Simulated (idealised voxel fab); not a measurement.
This section sets out a process module, namely voxel double patterning.
Section shown: cut. Width: 180 nm. Cell size: 5 nm, square.
Cross-sections here: square-cell grids, written as top-down lists of bands, a band being one or more rows of cells.
Top, bottom (nm), then materials left to right with widths (nm); lone material tagged "full width" fills the whole band edge to edge; "blank" = empty space.
Heights are expressed relative to 0, this being the level below which the as-received wafer comprises one material exclusively. The lowest band is unbounded in the downward direction and is denoted as in "z 0 and below".
Think of "30->40" as a width that walks from the first number to the second as you go down the band, top row to bottom row, taking equal-sized steps from row to row.
Where the words "everything unchanged" appear for a step, the cross-section shows no cell changed by that step; every cell remained as before.
In the "Completely enclosed voids" entry, you get each enclosed empty space of 8 cells or more, one with no open way to the top, written width x height at distance, distance from the left edge, in nm.
The remark found on a step's line after its settings is issued by the simulator itself and pertains to that step.
You can add "overlay nm" to a step's line. For a step with a mask, it describes how far the mask lay to the right of its planned position, and a negative number describes a lay to the left.
### The planned process steps are enumerated hereunder
1,RECEIVE [material Si]
2,CONFORMAL_DEP [material SiO2] [thk nm 10]
3,DIRECTIONAL_DEP [material W] [thk nm 20]
4,DIRECTIONAL_DEP [material SiN] [thk nm 5]
5,PATTERN [tone open] [mask id FIRST] [material resist] [width nm 15] [pitch nm 50] [thk nm 15] [overlay nm 0]
6,DIRECTIONAL_ETCH [etch materials SiN] [depth nm 5]
7,STRIP [etch materials resist]
8,DIRECTIONAL_DEP [material aC] [thk nm 15]
9,PATTERN [tone open] [mask id SECOND] [material resist] [width nm 15] [pitch nm 50] [thk nm 30] [overlay nm 0]
10,DIRECTIONAL_ETCH [etch materials aC] [depth nm 15]
11,STRIP [etch materials resist]
12,DIRECTIONAL_ETCH [etch materials SiN] [depth nm 5]
13,STRIP [etch materials aC]
14,DIRECTIONAL_ETCH [etch materials W] [depth nm 20]
15,STRIP [etch materials SiN]
### As-received state of the wafer in cross-section, equivalent to post-step 1
    z 0 and below  Si full width
    Completely enclosed voids: none
### Module complete - cross-section of the first of two wafers, run according to plan
    z 30 to 10  30 W / 15 blank / 10 W / 15 blank / 10 W / 15 blank / 10 W / 15 blank / 10 W / 15 blank / 35 W
    z 10 to 0  SiO2 full width
    z 0 and below  Si full width
    Completely enclosed voids: none
### Cross-section, wafer two of two, end of module: same start and plan as wafer one, one error in execution
    z 30 to 10  30 blank / 15 W / 35 blank / 15 W / 35 blank / 15 W / 35 blank
    z 10 to 0  SiO2 full width
    z 0 and below  Si full width
    Completely enclosed voids: none
What was the processing mistake? step 5 was run on a setting that differed from the plan, and what really ran there is PATTERN [tone cover] [mask id FIRST] [material resist] [width nm 15] [pitch nm 50] [thk nm 15] [overlay nm 0]
Per the end-of-run cell counts, the second wafer holds more or fewer of some materials than the first: W: 48 fewer
